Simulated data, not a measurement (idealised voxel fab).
Herein follows the process module entitled voxel double patterning.
Each square cell in cross-section cut measures 5 nm, and the section as a whole is 185 nm wide.
A cross-section in this document is a grid of square cells, and it is written down as bands, the top band listed before the ones below it; a band is made up of one or more rows of cells.
Band: top height; bottom height; in nm. Then, left to right: material with width in nm, for each material. "full width": a single material spanning edge to edge. "blank": empty space.
Measure heights from 0. That's the level where, below it, the as-received wafer is all one material. The lowest band is bottomless and extends downward; write it as in "0 nm and below".
It should be noted that a width expressed as "30 to 40" varies in equal increments from row to row of cells within the band, taking the value of the first number at the top row and that of the second number at the bottom row.
Reading "nothing got changed" for a step: not a cell of the cross-section changed in it.
"Catalogued sealed voids" specifies each empty space that is not open to the top and that occupies no fewer than 8 cells, using the form width x height at distance, the distance measured from the left edge and all three quantities in nm.
Post-settings text on a step line: simulator's own remark regarding the step.
overlay nm: on a step with a mask, how far right of its planned place the mask lay; negative means left.

# This section lists the process steps that were planned
1. RECEIVE (material Si)
2. CONFORMAL_DEP (material SiO2; thk nm 5)
3. DIRECTIONAL_DEP (material TiN; thk nm 15)
4. DIRECTIONAL_DEP (material SiN; thk nm 10)
5. DIRECTIONAL_DEP (material aC; thk nm 15)
6. PATTERN (tone open; mask id FIRST; material resist; width nm 15; pitch nm 50; thk nm 30; overlay nm 0)
7. DIRECTIONAL_ETCH (etch materials aC; depth nm 15)
8. STRIP (etch materials resist)
9. DIRECTIONAL_ETCH (etch materials SiN; depth nm 10)
10. STRIP (etch materials aC)
11. PATTERN (tone open; mask id SECOND; material resist; width nm 15; pitch nm 50; thk nm 20; overlay nm 0)
12. DIRECTIONAL_ETCH (etch materials SiN; depth nm 10)
13. STRIP (etch materials resist)
14. DIRECTIONAL_ETCH (etch materials TiN; depth nm 15)
15. STRIP (etch materials SiN)

# Received-state cross-section, reflecting completion of step 1
> 0 nm and below | Si full width
> Catalogued sealed voids: none

# First wafer of two, sectioned at end of module; run went per plan
> 20 nm to 5 nm | 35 of TiN, then 15 of blank, then 10 of TiN, then 15 of blank, then 10 of TiN, then 15 of blank, then 10 of TiN, then 15 of blank, then 10 of TiN, then 15 of blank, then 35 of TiN
> 5 nm to 0 nm | SiO2 full width
> 0 nm and below | Si full width
> Catalogued sealed voids: none

# So this is wafer number two of the two, cut at the end of the module - it started where the first did and had the same plan, we just got one thing wrong running it
> 20 nm to 5 nm | 35 of blank, then 15 of TiN, then 35 of blank, then 15 of TiN, then 35 of blank, then 15 of TiN, then 35 of blank
> 5 nm to 0 nm | SiO2 full width
> 0 nm and below | Si full width
> Catalogued sealed voids: none
Nonconformance to the process plan: step 6 deviated from plan and actually ran as PATTERN (tone cover; mask id FIRST; material resist; width nm 15; pitch nm 50; thk nm 30; overlay nm 0)
Final tally in cells, some materials are higher or lower on the second wafer than on the first: TiN -39
